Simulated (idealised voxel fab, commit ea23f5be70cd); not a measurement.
Process module name: voxel self aligned vias
Xsec cut, 165 nm wide, square cell size 5 nm.
A cross-section is a grid of square cells, given in bands from the top down. A band is one or more rows of cells. Top height, bottom height, nm. Materials left to right, width each, nm. Single material + "all across" = fills band edge to edge. "blank" = empty. Heights from 0 (as-received wafer is one material below). Bottom band endless downward, as "0 down". The expression "30..40" gives the width at the extremes of the band, the first number at its top row of cells and the second at its bottom row, with the width changing by equal amounts from each row to the next in between. Take "no alteration" at face value: in the step it is given for, the cross-section changed in none of its cells. Closed empty spaces (no open way to the top) of 8 cells or more are what "Listed closed voids" lists, each as width x height at distance from the left edge, nm for all three. Text after the settings on a step's line: the simulator's own remark on that step. overlay nm: for a step with a mask, the amount by which the mask lay right of where it was planned; a negative amount means left of it.
# So here's the lineup of process steps we planned
1) RECEIVE, material Si
2) CONFORMAL_DEP, material SiO2, thk nm 15
3) CONFORMAL_DEP, material SiCN, thk nm 5
4) DIRECTIONAL_DEP, material lowk, thk nm 30
5) PATTERN, tone open, mask id LINES, material resist, width nm 30, pitch nm 80, thk nm 20, overlay nm 0
6) DIRECTIONAL_ETCH, etch materials lowk, depth nm 30
7) STRIP, etch materials resist
8) CONFORMAL_DEP, material TiN, thk nm 5
9) FILL_DEP, material W, thk nm 10
10) CMP, height nm 50
11) SELECTIVE_ETCH, etch materials W Ru TiN, depth nm 10
12) FILL_DEP, material SiN, thk nm 5
13) CMP, height nm 50
14) DIRECTIONAL_DEP, material lowk, thk nm 20
15) DIRECTIONAL_DEP, material aC, thk nm 10
16) PATTERN, tone open, mask id VIAS, material resist, width nm 50, pitch nm 80, thk nm 30, overlay nm 0
17) DIRECTIONAL_ETCH, etch materials aC, depth nm 10
18) STRIP, etch materials resist
19) DIRECTIONAL_ETCH, etch materials lowk, depth nm 20
20) DIRECTIONAL_ETCH, etch materials SiN, depth nm 10
21) STRIP, etch materials aC
22) CONFORMAL_DEP, material TiN, thk nm 5
23) FILL_DEP, material W, thk nm 10
24) CMP, height nm 70
25) CONFORMAL_DEP, material SiCN, thk nm 5
# Concerning the first of two wafers, which was run in accordance with the plan
# Received-state cross-section, reflecting completion of step 1
  0 down  Si all across
  Listed closed voids: none
# State of the wafer after step 2, shown in cross-section
  15 to 0  SiO2 all across
  All layers under 0 are left as they were.
# State of the wafer after step 3, shown in cross-section
  20 to 15  SiCN all across
  All layers under 15 are left as they were.
# State of the wafer after step 4, shown in cross-section
  50 to 20  lowk all across
  All layers under 20 are left as they were.
# State of the wafer after step 5, shown in cross-section
  70 to 50  resist=25  blank=30  resist=50  blank=30  resist=30
  All layers under 50 are left as they were.
# State of the wafer after step 6, shown in cross-section
  70 to 50  resist=25  blank=30  resist=50  blank=30  resist=30
  50 to 20  lowk=25  blank=30  lowk=50  blank=30  lowk=30
  All layers under 20 are left as they were.
# State of the wafer after step 7, shown in cross-section
  50 to 20  lowk=25  blank=30  lowk=50  blank=30  lowk=30
  All layers under 20 are left as they were.
# State of the wafer after step 8, shown in cross-section
  55 to 50  TiN=30  blank=20  TiN=60  blank=20  TiN=35
  50 to 25  lowk=25  TiN=5  blank=20  TiN=5  lowk=50  TiN=5  blank=20  TiN=5  lowk=30
  25 to 20  lowk=25  TiN=30  lowk=50  TiN=30  lowk=30
  All layers under 20 are left as they were.
# State of the wafer after step 9, shown in cross-section
  65 to 55  W all across
  55 to 50  TiN=30  W=20  TiN=60  W=20  TiN=35
  50 to 25  lowk=25  TiN=5  W=20  TiN=5  lowk=50  TiN=5  W=20  TiN=5  lowk=30
  All layers under 25 are left as they were.
# State of the wafer after step 10, shown in cross-section
  50 to 25  lowk=25  TiN=5  W=20  TiN=5  lowk=50  TiN=5  W=20  TiN=5  lowk=30
  All layers under 25 are left as they were.
# State of the wafer after step 11, shown in cross-section
  50 to 40  lowk=25  blank=30  lowk=50  blank=30  lowk=30
  All layers under 40 are left as they were.
# State of the wafer after step 12, shown in cross-section
  55 to 50  SiN all across
  50 to 40  lowk=25  SiN=30  lowk=50  SiN=30  lowk=30
  All layers under 40 are left as they were.
# State of the wafer after step 13, shown in cross-section
  50 to 40  lowk=25  SiN=30  lowk=50  SiN=30  lowk=30
  All layers under 40 are left as they were.
# State of the wafer after step 14, shown in cross-section
  70 to 50  lowk all across
  All layers under 50 are left as they were.
# State of the wafer after step 15, shown in cross-section
  80 to 70  aC all across
  All layers under 70 are left as they were.
# State of the wafer after step 16, shown in cross-section
  110 to 80  resist=15  blank=50  resist=30  blank=50  resist=20
  All layers under 80 are left as they were.
# State of the wafer after step 17, shown in cross-section
  100 to 80  resist=15  blank=50  resist=30  blank=50  resist=20
  80 to 70  aC=15  blank=50  aC=30  blank=50  aC=20
  All layers under 70 are left as they were.
# State of the wafer after step 18, shown in cross-section
  80 to 70  aC=15  blank=50  aC=30  blank=50  aC=20
  All layers under 70 are left as they were.
# State of the wafer after step 19, shown in cross-section
  80 to 70  aC=15  blank=50  aC=30  blank=50  aC=20
  70 to 50  lowk=15  blank=50  lowk=30  blank=50  lowk=20
  All layers under 50 are left as they were.
# State of the wafer after step 20, shown in cross-section
  80 to 70  aC=15  blank=50  aC=30  blank=50  aC=20
  70 to 50  lowk=15  blank=50  lowk=30  blank=50  lowk=20
  50 to 40  lowk=25  blank=30  lowk=50  blank=30  lowk=30
  All layers under 40 are left as they were.
# State of the wafer after step 21, shown in cross-section
  70 to 50  lowk=15  blank=50  lowk=30  blank=50  lowk=20
  All layers under 50 are left as they were.
# State of the wafer after step 22, shown in cross-section
  75 to 70  TiN=20  blank=40  TiN=40  blank=40  TiN=25
  70 to 55  lowk=15  TiN=5  blank=40  TiN=5  lowk=30  TiN=5  blank=40  TiN=5  lowk=20
  55 to 45  lowk=15..25  TiN=15..5  blank=20  TiN=15..5  lowk=30..50  TiN=15..5  blank=20  TiN=15..5  lowk=20..30
  45 to 40  lowk=25  TiN=30  lowk=50  TiN=30  lowk=30
  All layers under 40 are left as they were.
# State of the wafer after step 23, shown in cross-section
  85 to 75  W all across
  75 to 70  TiN=20  W=40  TiN=40  W=40  TiN=25
  70 to 55  lowk=15  TiN=5  W=40  TiN=5  lowk=30  TiN=5  W=40  TiN=5  lowk=20
  55 to 45  lowk=15..25  TiN=15..5  W=20  TiN=15..5  lowk=30..50  TiN=15..5  W=20  TiN=15..5  lowk=20..30
  All layers under 45 are left as they were.
# State of the wafer after step 24, shown in cross-section
  70 to 55  lowk=15  TiN=5  W=40  TiN=5  lowk=30  TiN=5  W=40  TiN=5  lowk=20
  All layers under 55 are left as they were.
# State of the wafer after step 25, shown in cross-section
  75 to 70  SiCN all across
  All layers under 70 are left as they were.
# Wafer two. Same start, same plan, one slip in execution. Same as wafer one through step 2, inclusive
# Here is the second wafer in cross-section at the point where step 3 of the plan should have been done
  45 to 15  lowk all across
  All layers under 15 are left as they were.
# Here is the second wafer in cross-section at the point where step 4 of the plan should have been done
  50 to 45  SiCN all across
  All layers under 45 are left as they were.
# Here is the second wafer in cross-section at the point where step 5 of the plan should have been done
  70 to 50  resist=25  blank=30  resist=50  blank=30  resist=30
  All layers under 50 are left as they were.
Here is the second wafer in cross-section at the point where step 6 of the plan should have been done: no alteration
# Here is the second wafer in cross-section at the point where step 7 of the plan should have been done
  50 to 45  SiCN all across
  All layers under 45 are left as they were.
# Here is the second wafer in cross-section at the point where step 8 of the plan should have been done
  55 to 50  TiN all across
  All layers under 50 are left as they were.
# Here is the second wafer in cross-section at the point where step 9 of the plan should have been done
  65 to 55  W all across
  All layers under 55 are left as they were.
# Here is the second wafer in cross-section at the point where step 10 of the plan should have been done
  50 to 45  SiCN all across
  All layers under 45 are left as they were.
Here is the second wafer in cross-section at the point where step 11 of the plan should have been done: no alteration
# Here is the second wafer in cross-section at the point where step 12 of the plan should have been done
  55 to 50  SiN all across
  All layers under 50 are left as they were.
# Here is the second wafer in cross-section at the point where step 13 of the plan should have been done
  50 to 45  SiCN all across
  All layers under 45 are left as they were.
# Here is the second wafer in cross-section at the point where step 14 of the plan should have been done
  70 to 50  lowk all across
  All layers under 50 are left as they were.
# Here is the second wafer in cross-section at the point where step 15 of the plan should have been done
  80 to 70  aC all across
  All layers under 70 are left as they were.
# Here is the second wafer in cross-section at the point where step 16 of the plan should have been done
  110 to 80  resist=15  blank=50  resist=30  blank=50  resist=20
  All layers under 80 are left as they were.
# Here is the second wafer in cross-section at the point where step 17 of the plan should have been done
  100 to 80  resist=15  blank=50  resist=30  blank=50  resist=20
  80 to 70  aC=15  blank=50  aC=30  blank=50  aC=20
  All layers under 70 are left as they were.
# Here is the second wafer in cross-section at the point where step 18 of the plan should have been done
  80 to 70  aC=15  blank=50  aC=30  blank=50  aC=20
  All layers under 70 are left as they were.
# Here is the second wafer in cross-section at the point where step 19 of the plan should have been done
  80 to 70  aC=15  blank=50  aC=30  blank=50  aC=20
  70 to 50  lowk=15  blank=50  lowk=30  blank=50  lowk=20
  All layers under 50 are left as they were.
Here is the second wafer in cross-section at the point where step 20 of the plan should have been done: no alteration
# Here is the second wafer in cross-section at the point where step 21 of the plan should have been done
  70 to 50  lowk=15  blank=50  lowk=30  blank=50  lowk=20
  All layers under 50 are left as they were.
# Here is the second wafer in cross-section at the point where step 22 of the plan should have been done
  75 to 70  TiN=20  blank=40  TiN=40  blank=40  TiN=25
  70 to 55  lowk=15  TiN=5  blank=40  TiN=5  lowk=30  TiN=5  blank=40  TiN=5  lowk=20
  55 to 50  lowk=15  TiN=50  lowk=30  TiN=50  lowk=20
  All layers under 50 are left as they were.
# Here is the second wafer in cross-section at the point where step 23 of the plan should have been done
  85 to 75  W all across
  75 to 70  TiN=20  W=40  TiN=40  W=40  TiN=25
  70 to 55  lowk=15  TiN=5  W=40  TiN=5  lowk=30  TiN=5  W=40  TiN=5  lowk=20
  All layers under 55 are left as they were.
# Here is the second wafer in cross-section at the point where step 24 of the plan should have been done
  70 to 55  lowk=15  TiN=5  W=40  TiN=5  lowk=30  TiN=5  W=40  TiN=5  lowk=20
  All layers under 55 are left as they were.
# Here is the second wafer in cross-section at the point where step 25 of the plan should have been done
  75 to 70  SiCN all across
  All layers under 70 are left as they were.
Against the plan, the run slipped here: steps 3 and 4: order swapped relative to plan
Heads up, by the end the second wafer has more or fewer cells of some materials compared to the first: -32 TiN; -40 W; +72 lowk
